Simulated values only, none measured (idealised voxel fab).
process module | voxel quadruple lines
cross-section cut | 285 nm wide | cells 5 nm
A cross-section is a grid of square cells, given in bands from the top down. A band is one or more rows of cells.
Each band's line starts with the height of the band's top and of its bottom, in nm. Then come its materials from left to right, each with its width in nm. One material with "throughout" fills the band from edge to edge. "air" is empty space.
Height 0 is the level under which the wafer as received is all one material. The lowest band goes on downwards, as in "0 down".
A width such as "30 to 40" changes by the same amount from each row of cells to the next, from the band's top row to its bottom row.
"no change" after a step means that no cell of the cross-section changed.
closed voids: empty space of 8 cells or more with no open way to the top, each as width x height at its distance from the left edge, in nm
after a step's settings: what the simulator itself notes on the step
overlay nm, on a step with a mask: how far to the right of its planned place the mask lay; to the left if negative
plan
1 op RECEIVE | material Si
2 op CONFORMAL_DEP | material SiO2 | thk nm 10
3 op DIRECTIONAL_DEP | material TiN | thk nm 10
4 op DIRECTIONAL_DEP | material polySi | thk nm 15
5 op DIRECTIONAL_DEP | material aC | thk nm 25
6 op PATTERN | tone cover | mask id MANDREL | material resist | width nm 25 | thk nm 35 | overlay nm 0
7 op DIRECTIONAL_ETCH | etch materials aC | depth nm 25
8 op STRIP | etch materials resist
9 op CONFORMAL_DEP | material SiO2 | thk nm 15
10 op DIRECTIONAL_ETCH | etch materials SiO2 | depth nm 15
11 op STRIP | etch materials aC
12 op DIRECTIONAL_ETCH | etch materials polySi | depth nm 15
13 op STRIP | etch materials SiO2
14 op CONFORMAL_DEP | material SiN | thk nm 5
15 op DIRECTIONAL_ETCH | etch materials SiN | depth nm 5
16 op STRIP | etch materials polySi
17 op DIRECTIONAL_ETCH | etch materials TiN | depth nm 10
18 op STRIP | etch materials SiN
as received, after step 1
  0 down: Si throughout
  closed voids: none
a wafer at the end: this start, this plan, one mistake
  20 to 10: air 125 | TiN 5 | air 25 | TiN 5 | air 125
  10 to 0: SiO2 throughout
  0 down: Si throughout
  closed voids: none
what went wrong: step 6 ran as: op PATTERN | tone open | mask id MANDREL | material resist | width nm 25 | thk nm 35 | overlay nm 0
